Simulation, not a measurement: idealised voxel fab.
process module | voxel wiring stack
cross-section cut | 180 nm wide | cells 5 nm
A cross-section is a grid of square cells, given in bands from the top down. A band is one or more rows of cells.
Each band's line starts with the height of the band's top and of its bottom, in nm. Then come its materials from left to right, each with its width in nm. One material with "throughout" fills the band from edge to edge. "air" is empty space.
Height 0 is the level under which the wafer as received is all one material. The lowest band goes on downwards, as in "0 down".
A width such as "30 to 40" changes by the same amount from each row of cells to the next, from the band's top row to its bottom row.
"no change" after a step means that no cell of the cross-section changed.
closed voids: empty space of 8 cells or more with no open way to the top, each as width x height at its distance from the left edge, in nm
after a step's settings: what the simulator itself notes on the step
overlay nm, on a step with a mask: how far to the right of its planned place the mask lay; to the left if negative
plan
1 op RECEIVE | material Si
2 op CONFORMAL_DEP | material SiO2 | thk nm 15
3 op DIRECTIONAL_DEP | material TiN | thk nm 5
4 op DIRECTIONAL_DEP | material W | thk nm 20
5 op DIRECTIONAL_DEP | material aC | thk nm 10
6 op PATTERN | tone cover | mask id METAL_1 | material resist | width nm 30 | pitch nm 60 | thk nm 25 | overlay nm 0
7 op DIRECTIONAL_ETCH | etch materials aC | depth nm 10
8 op STRIP | etch materials resist
9 op DIRECTIONAL_ETCH | etch materials W | depth nm 20
10 op DIRECTIONAL_ETCH | etch materials TiN | depth nm 5
11 op STRIP | etch materials aC
12 op FILL_DEP | material lowk | thk nm 5
13 op CMP | height nm 40
14 op CONFORMAL_DEP | material SiCN | thk nm 5
15 op DIRECTIONAL_DEP | material SiO2 | thk nm 20
16 op DIRECTIONAL_DEP | material aC | thk nm 15
17 op PATTERN | tone open | mask id PLUG_1 | material resist | width nm 15 | pitch nm 60 | thk nm 35 | overlay nm 0
18 op DIRECTIONAL_ETCH | etch materials aC | depth nm 15
19 op STRIP | etch materials resist
20 op DIRECTIONAL_ETCH | etch materials SiO2 | depth nm 20
21 op DIRECTIONAL_ETCH | etch materials SiCN | depth nm 5
22 op STRIP | etch materials aC
23 op EPI | material Ru | thk nm 10
24 op EPI | material Ru | thk nm 10
25 op EPI | material Ru | thk nm 5
26 op DIRECTIONAL_DEP | material TiN | thk nm 5
27 op DIRECTIONAL_DEP | material Ru | thk nm 15
28 op MASKED_ETCH | tone cover | mask id METAL_2 | width nm 30 | pitch nm 60 | etch materials Ru | depth nm 15 | overlay nm 0
29 op MASKED_ETCH | tone cover | mask id METAL_2 | width nm 30 | pitch nm 60 | etch materials TiN | depth nm 5 | overlay nm 0
30 op CONFORMAL_DEP | material SiCN | thk nm 5
31 op FILL_DEP | material lowk | thk nm 5
32 op CMP | height nm 85
33 op CONFORMAL_DEP | material SiCN | thk nm 5
as received, after step 1
  0 down: Si throughout
  closed voids: none
a wafer at the end: this start, this plan, one mistake
  90 to 85: SiCN throughout
  85 to 80: lowk throughout
  80 to 75: lowk 10 | SiCN 40 | lowk 20 | SiCN 40 | lowk 20 | SiCN 40 | lowk 10
  75 to 70: lowk 10 | SiCN 5 | Ru 30 | SiCN 5 | lowk 20 | SiCN 5 | Ru 30 | SiCN 5 | lowk 20 | SiCN 5 | Ru 30 | SiCN 5 | lowk 10
  70 to 65: SiCN 15 | TiN 30 | SiCN 30 | TiN 30 | SiCN 30 | TiN 30 | SiCN 15
  65 to 45: SiO2 15 | Ru 15 | SiO2 45 | Ru 15 | SiO2 45 | Ru 15 | SiO2 30
  45 to 40: SiCN 15 | Ru 15 | SiCN 45 | Ru 15 | SiCN 45 | Ru 15 | SiCN 30
  40 to 20: lowk 15 | W 30 | lowk 30 | W 30 | lowk 30 | W 30 | lowk 15
  20 to 15: lowk 15 | TiN 30 | lowk 30 | TiN 30 | lowk 30 | TiN 30 | lowk 15
  15 to 0: SiO2 throughout
  0 down: Si throughout
  closed voids: none
what went wrong: step 27 ran as: op DIRECTIONAL_DEP | material Ru | thk nm 5
